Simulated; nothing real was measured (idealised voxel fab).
process module | voxel wiring stack
In the cross-section labelled cut, the width is 225 nm and each square cell is 5 nm.
Cross-section layout: square cells on a grid; listed as bands, top to bottom; a band spans one or more cell rows.
The band entry comprises the height of the band's top followed by the height of its bottom, expressed in nm, and subsequently the band's materials from left to right, each stated together with its width in nm. Where a single material is marked with the word "everywhere", that material fills the band from edge to edge. The word "air" represents empty space.
Counting heights begins at 0, where everything beneath is, in the wafer as received, one material. The lowest band has no bottom; it goes on downwards, as "0 nm and below" shows.
The notation "30..40" denotes a width that varies across the rows of cells in the band, beginning at the first number in the top row, finishing at the second number in the bottom row, and changing by an identical amount from each row to the next.
Where a step carries "remains unaltered", the cross-section came out of it unchanged, cell for cell.
The entry titled "Listed closed voids" provides the empty spaces that have no open way to the top, restricted to those of 8 cells or more. Each is presented as width x height at distance, the distance being measured from the left edge, with all three in nm.
Step line, after settings: the simulator's comment on this step.
A step's line can hold "overlay nm"; with a mask on that step, the setting says how far right of the planned place the mask lay, while a negative setting says it lay to the left.

[Steps planned for the process]
| 1 | RECEIVE,material Si |
| 2 | CONFORMAL_DEP,material SiO2,thk nm 10 |
| 3 | CONFORMAL_DEP,material SiCN,thk nm 5 |
| 4 | DIRECTIONAL_DEP,material SiO2,thk nm 15 |
| 5 | DIRECTIONAL_DEP,material aC,thk nm 15 |
| 6 | PATTERN,tone open,mask id METAL_1,material resist,width nm 25,pitch nm 50,thk nm 30,overlay nm 0 |
| 7 | DIRECTIONAL_ETCH,etch materials aC,depth nm 15 |
| 8 | STRIP,etch materials resist |
| 9 | DIRECTIONAL_ETCH,etch materials SiO2,depth nm 15 |
| 10 | DIRECTIONAL_ETCH,etch materials SiCN,depth nm 5 |
| 11 | STRIP,etch materials aC |
| 12 | CONFORMAL_DEP,material TiN,thk nm 5 |
| 13 | FILL_DEP,material Cu,thk nm 10 |
| 14 | CMP,height nm 30 |
| 15 | CONFORMAL_DEP,material SiCN,thk nm 5 |
| 16 | DIRECTIONAL_DEP,material lowk,thk nm 15 |
| 17 | MASKED_ETCH,tone open,mask id PLUG_1,width nm 15,pitch nm 50,etch materials lowk,depth nm 15,overlay nm 0 |
| 18 | MASKED_ETCH,tone open,mask id PLUG_1,width nm 15,pitch nm 50,etch materials SiCN,depth nm 5,overlay nm 0 |
| 19 | CONFORMAL_DEP,material TiN,thk nm 5 |
| 20 | FILL_DEP,material Ru,thk nm 10 |
| 21 | CMP,height nm 50 |
| 22 | DIRECTIONAL_DEP,material TiN,thk nm 5 |
| 23 | DIRECTIONAL_DEP,material W,thk nm 15 |
| 24 | PATTERN,tone cover,mask id METAL_2,material resist,width nm 25,pitch nm 50,thk nm 20,overlay nm 0 |
| 25 | DIRECTIONAL_ETCH,etch materials W,depth nm 15 |
| 26 | DIRECTIONAL_ETCH,etch materials TiN,depth nm 5 |
| 27 | STRIP,etch materials resist |
| 28 | CONFORMAL_DEP,material SiN,thk nm 5 |
| 29 | FILL_DEP,material lowk,thk nm 5 |
| 30 | CMP,height nm 70 |
| 31 | CONFORMAL_DEP,material SiCN,thk nm 5 |

[Delivered wafer in cross-section: state after step 1]
- 0 nm and below = Si everywhere
- Listed closed voids: none

[Wafer cross-section at module end: first of two, run to plan]
- 75 nm to 70 nm = SiCN everywhere
- 70 nm to 55 nm = lowk: 70 / SiN: 5 / W: 25 / SiN: 5 / lowk: 15 / SiN: 5 / W: 25 / SiN: 5 / lowk: 70
- 55 nm to 50 nm = SiN: 75 / TiN: 25 / SiN: 25 / TiN: 25 / SiN: 75
- 50 nm to 35 nm = lowk: 75 / TiN: 5 / Ru: 5 / TiN: 5 / lowk: 35 / TiN: 5 / Ru: 5 / TiN: 5 / lowk: 85
- 35 nm to 30 nm = SiCN: 75 / TiN: 15 / SiCN: 35 / TiN: 15 / SiCN: 85
- 30 nm to 15 nm = SiO2: 75 / TiN: 5 / Cu: 15 / TiN: 5 / SiO2: 25 / TiN: 5 / Cu: 15 / TiN: 5 / SiO2: 75
- 15 nm to 10 nm = SiCN: 75 / TiN: 25 / SiCN: 25 / TiN: 25 / SiCN: 75
- 10 nm to 0 nm = SiO2 everywhere
- 0 nm and below = Si everywhere
- Listed closed voids: none

[Here's the second of our two wafers sectioned at module end. Same start as the first, same plan, but one mistake got made running it]
- 75 nm to 70 nm = SiCN everywhere
- 70 nm to 55 nm = lowk: 80 / SiN: 5 / W: 25 / SiN: 5 / lowk: 15 / SiN: 5 / W: 25 / SiN: 5 / lowk: 60
- 55 nm to 50 nm = SiN: 85 / TiN: 25 / SiN: 25 / TiN: 25 / SiN: 65
- 50 nm to 35 nm = lowk: 75 / TiN: 5 / Ru: 5 / TiN: 5 / lowk: 35 / TiN: 5 / Ru: 5 / TiN: 5 / lowk: 85
- 35 nm to 30 nm = SiCN: 75 / TiN: 15 / SiCN: 35 / TiN: 15 / SiCN: 85
- 30 nm to 15 nm = SiO2: 75 / TiN: 5 / Cu: 15 / TiN: 5 / SiO2: 25 / TiN: 5 / Cu: 15 / TiN: 5 / SiO2: 75
- 15 nm to 10 nm = SiCN: 75 / TiN: 25 / SiCN: 25 / TiN: 25 / SiCN: 75
- 10 nm to 0 nm = SiO2 everywhere
- 0 nm and below = Si everywhere
- Listed closed voids: none
In executing the process, a mistake was made relative to the plan: step 24: run off-plan, actual operation and settings PATTERN,tone cover,mask id METAL_2,material resist,width nm 25,pitch nm 50,thk nm 20,overlay nm 10
When the process is done, the second wafer contains the same cell count of every material as the first wafer, but distributed over other locations.
